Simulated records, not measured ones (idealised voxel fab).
process module | voxel lift off
cross-section cut | 195 nm wide | cells 5 nm
A cross-section is a grid of square cells, given in bands from the top down. A band is one or more rows of cells.
Each band's line starts with the height of the band's top and of its bottom, in nm. Then come its materials from left to right, each with its width in nm. One material with "throughout" fills the band from edge to edge. "air" is empty space.
Height 0 is the level under which the wafer as received is all one material. The lowest band goes on downwards, as in "0 down".
A width such as "30 to 40" changes by the same amount from each row of cells to the next, from the band's top row to its bottom row.
"no change" after a step means that no cell of the cross-section changed.
closed voids: empty space of 8 cells or more with no open way to the top, each as width x height at its distance from the left edge, in nm
after a step's settings: what the simulator itself notes on the step
overlay nm, on a step with a mask: how far to the right of its planned place the mask lay; to the left if negative
plan
1 op RECEIVE | material Si
2 op CONFORMAL_DEP | material SiN | thk nm 5
3 op PATTERN | tone open | mask id LINES | material resist | width nm 30 | pitch nm 50 | thk nm 15 | overlay nm 0
4 op DIRECTIONAL_DEP | material Ru | thk nm 5
5 op STRIP | etch materials resist
6 op CONFORMAL_DEP | material SiO2 | thk nm 5
varied across the wafers: thk nm of step 6. The plan shows the first wafer's value. All wafers start alike
first wafer as received, after step 1
  0 down: Si throughout
  closed voids: none
first wafer at the end, after step 6
  15 to 10: air 25 | SiO2 40 | air 10 | SiO2 40 | air 10 | SiO2 40 | air 30
  10 to 5: SiO2 30 | Ru 30 | SiO2 20 | Ru 30 | SiO2 20 | Ru 30 | SiO2 35
  5 to 0: SiN throughout
  0 down: Si throughout
  closed voids: none
last wafer at the end
  35 to 30: air 5 | SiO2 180 | air 10
  30 to 10: SiO2 throughout
  10 to 5: SiO2 30 | Ru 30 | SiO2 20 | Ru 30 | SiO2 20 | Ru 30 | SiO2 35
  5 to 0: SiN throughout
  0 down: Si throughout
  closed voids: none
each wafer at the end: cells of each material gained (+) or lost (-) since it was received, then its closed voids
thk nm 5 | +18 Ru | +39 SiN | +45 SiO2 | closed voids: none
thk nm 10 | +18 Ru | +39 SiN | +90 SiO2 | closed voids: none
thk nm 15 | +18 Ru | +39 SiN | +131 SiO2 | closed voids: none
thk nm 20 | +18 Ru | +39 SiN | +172 SiO2 | closed voids: none
thk nm 25 | +18 Ru | +39 SiN | +213 SiO2 | closed voids: none
